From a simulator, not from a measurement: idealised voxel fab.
Process module name: voxel air gaps
210 nm wide, 5 nm square cells: that's cross-section cut.
Cross-section = grid of square cells, listed top down in bands; band = one or more rows. The entry gives the band's vertical extent as a top height and a bottom height in nm, then its horizontal make-up as materials from left to right, each with a width in nm. "empty" stands for empty space; a single material marked "all across" fills the band edge to edge. Heads up on the height convention: 0 is the point under which the incoming wafer is all one material, and the lowest band has no bottom, it just keeps going down, like "0..down". The expression "30..40" gives the width at the extremes of the band, the first number at its top row of cells and the second at its bottom row, with the width changing by equal amounts from each row to the next in between. "no alteration" (step): cross-section cells unchanged, all of them. Entry "Voids, enclosed" = empty spaces >= 8 cells with no open way to the top; each as width x height at distance, distance from left edge, all nm. Past the settings on a step's line: simulator remark, on that step. You can add "overlay nm" to a step's line. For a step with a mask, it describes how far the mask lay to the right of its planned position, and a negative number describes a lay to the left.

## Set out below are the planned steps of the process
1: RECEIVE, material Si
2: CONFORMAL_DEP, material SiO2, thk nm 10
3: CONFORMAL_DEP, material SiCN, thk nm 5
4: DIRECTIONAL_DEP, material SiO2, thk nm 35
5: PATTERN, tone open, mask id LINES, material resist, width nm 15, pitch nm 40, thk nm 15, overlay nm 0
6: DIRECTIONAL_ETCH, etch materials SiO2, depth nm 35
7: STRIP, etch materials resist
8: CONFORMAL_DEP, material TiN, thk nm 5
9: FILL_DEP, material Cu, thk nm 10
10: CMP, height nm 50
11: EPI, material Ru, thk nm 10
12: SELECTIVE_ETCH, etch materials SiO2, depth nm 45
13: CONFORMAL_DEP, material SiCN, thk nm 5

## This is the cross-section of the wafer as we received it, i.e. after step 1
* 0..down: Si all across
* Voids, enclosed: none

## Same starting wafer, same plan as above, one mistake in the execution; this is the cross-section at the end of the module
* 65..60: 40 empty  125 SiCN  45 empty
* 60..50: 40 empty  5 SiCN  35 Ru  5 SiCN  35 Ru  5 SiCN  35 Ru  5 SiCN  45 empty
* 50..20: 40 empty  5 SiCN  10 Ru  5 TiN  5 Cu  5 TiN  10 Ru  5 SiCN  10 Ru  5 TiN  5 Cu  5 TiN  10 Ru  5 SiCN  10 Ru  5 TiN  5 Cu  5 TiN  10 Ru  5 SiCN  45 empty
* 20..15: 45 SiCN  10 Ru  15 TiN  10 Ru  5 SiCN  10 Ru  15 TiN  10 Ru  5 SiCN  10 Ru  15 TiN  10 Ru  50 SiCN
* 15..10: SiCN all across
* 10..0: SiO2 all across
* 0..down: Si all across
* Voids, enclosed: none
What was done differently from what was planned? steps 11 and 12 of the plan were run in the wrong order, each in the other's place
